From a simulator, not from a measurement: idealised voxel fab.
Process module heading - voxel gate over fins
Shown is cross-section cut, with a width of 180 nm and square cells of size 5 nm.
Cross-section, as written here: a square-cell grid given band by band from the top down, where a band holds one or more rows of cells. Quick guide to a band line: top height, bottom height (nm) up front; then every material left to right with its width in nm. Only one material and it's marked "edge to edge"? Then it fills the band edge to edge. And "blank" just means empty space. Zero point of the height axis is 0; under it, received wafer = one material. Lowest band: continues down indefinitely, "from 0 down". Quick explanation for "30 to 40": the width changes in equal steps down the rows of cells, from the first number in the band's top row to the second number in its bottom row. When a step is marked "nothing got changed", none of the cells in the cross-section changed during that step. So "Trapped voids" is basically the list of trapped voids: any empty space of 8 cells or more that can't reach the top through an opening. They're written width x height at distance, the distance being from the left edge, and it's all nm. Text after the settings on a step's line: the simulator's own remark on that step. overlay nm: mask right of planned place by this much (step with mask). Neg. = left.
The planned process steps are enumerated hereunder:
step 1: RECEIVE, material Si
step 2: CONFORMAL_DEP, material SiN, thk nm 5
step 3: PATTERN, tone cover, mask id FINS, material resist, width nm 15, pitch nm 35, thk nm 15, overlay nm 0
step 4: DIRECTIONAL_ETCH, etch materials SiN, depth nm 5
step 5: DIRECTIONAL_ETCH, etch materials Si, depth nm 35
step 6: STRIP, etch materials resist
step 7: FILL_DEP, material SiO2, thk nm 5
step 8: CMP, height nm 5
step 9: SELECTIVE_ETCH, etch materials SiO2, depth nm 15
step 10: STRIP, etch materials SiN
step 11: CONFORMAL_DEP, material HfO2, thk nm 5
step 12: CONFORMAL_DEP, material TiN, thk nm 5
step 13: FILL_DEP, material W, thk nm 10
step 14: CMP, height nm 15
step 15: CONFORMAL_DEP, material SiN, thk nm 5
Wafer-to-wafer difference: thk nm, step 11. Common start. Plan = first wafer's value.
Cross-section: the first of several wafers in its as-received state, i.e. following step 1:
  from 0 down: Si edge to edge
  Trapped voids: none
Where each wafer stands at the end of the module, a row apiece: cells of each material gained (+) or lost (-) since it was received, then closed voids:
thk nm 5 | +48 HfO2 | -189 Si | +36 SiN | +135 SiO2 | +48 TiN | +66 W | Trapped voids: none
thk nm 10 | +96 HfO2 | -189 Si | +36 SiN | +135 SiO2 | +40 TiN | +26 W | Trapped voids: none
thk nm 15 | +136 HfO2 | -189 Si | +36 SiN | +135 SiO2 | +15 TiN | +11 W | Trapped voids: none
thk nm 20 | +151 HfO2 | -189 Si | +36 SiN | +135 SiO2 | +11 TiN | Trapped voids: none
